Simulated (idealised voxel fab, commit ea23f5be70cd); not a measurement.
Process module in this document: voxel plated lines
Pictured: cross-section cut, 225 nm wide, on a grid of 5 nm square cells.
A cross-section in this document is a grid of square cells, and it is written down as bands, the top band listed before the ones below it; a band is made up of one or more rows of cells.
Band: top and bottom heights (nm) first, top before bottom; then materials from left to right, widths in nm. "full width" marks a sole material filling the band edge to edge. "empty" denotes empty space.
Where do heights start? At 0: under that level the wafer as delivered is made of one material only. And the lowest band has no floor; it just carries on downward, as in "0 nm and below".
Note: "30..40" means the width goes from the first number (top row of the band) to the second number (bottom row) in equal steps per row of cells.
Step note "nothing altered" = no cross-section cell changed.
Reported under the label "Completely enclosed voids" are the empty spaces having no open way to the top and comprising 8 cells or more; the notation for each is width x height at distance, in which the distance is measured from the left edge and all three values are in nm.
That trailing text on a step's line, after the settings, is the simulator's own remark on the step.
On any step carrying a mask, the "overlay nm" setting, if present on the step's line, tells how far right of its planned place the mask lay; negative values point to the left.
# So here's the lineup of process steps we planned
1,op RECEIVE | material Si
2,op CONFORMAL_DEP | material Al2O3 | thk nm 15
3,op DIRECTIONAL_DEP | material TiN | thk nm 5
4,op PATTERN | tone open | mask id LINES | material resist | width nm 20 | pitch nm 45 | thk nm 30 | overlay nm 0
5,op EPI | material Ru | thk nm 5
6,op EPI | material Ru | thk nm 10
7,op STRIP | etch materials resist
8,op DIRECTIONAL_ETCH | etch materials TiN | depth nm 5
9,op CONFORMAL_DEP | material SiN | thk nm 5
# So this is the incoming wafer in cross-section - it's already been through step 1
- 0 nm and below: Si full width
- Completely enclosed voids: none
# This is how the wafer looks in cross-section once the module is done, given the starting state and plan above and one mistake in carrying the plan out
- 40 nm to 35 nm: empty 30 nm  SiN 30 nm  empty 15 nm  SiN 30 nm  empty 15 nm  SiN 30 nm  empty 15 nm  SiN 30 nm  empty 30 nm
- 35 nm to 30 nm: empty 30 nm  SiN 5 nm  Ru 20 nm  SiN 5 nm  empty 15 nm  SiN 5 nm  Ru 20 nm  SiN 5 nm  empty 15 nm  SiN 5 nm  Ru 20 nm  SiN 5 nm  empty 15 nm  SiN 5 nm  Ru 20 nm  SiN 5 nm  empty 30 nm
- 30 nm to 25 nm: SiN 35 nm  Ru 20 nm  SiN 25 nm  Ru 20 nm  SiN 25 nm  Ru 20 nm  SiN 25 nm  Ru 20 nm  SiN 35 nm
- 25 nm to 20 nm: Ru full width
- 20 nm to 15 nm: TiN full width
- 15 nm to 0 nm: Al2O3 full width
- 0 nm and below: Si full width
- Completely enclosed voids: none
Want to know what went wrong? steps 4 and 5 of the plan were run in the wrong order, each in the other's place
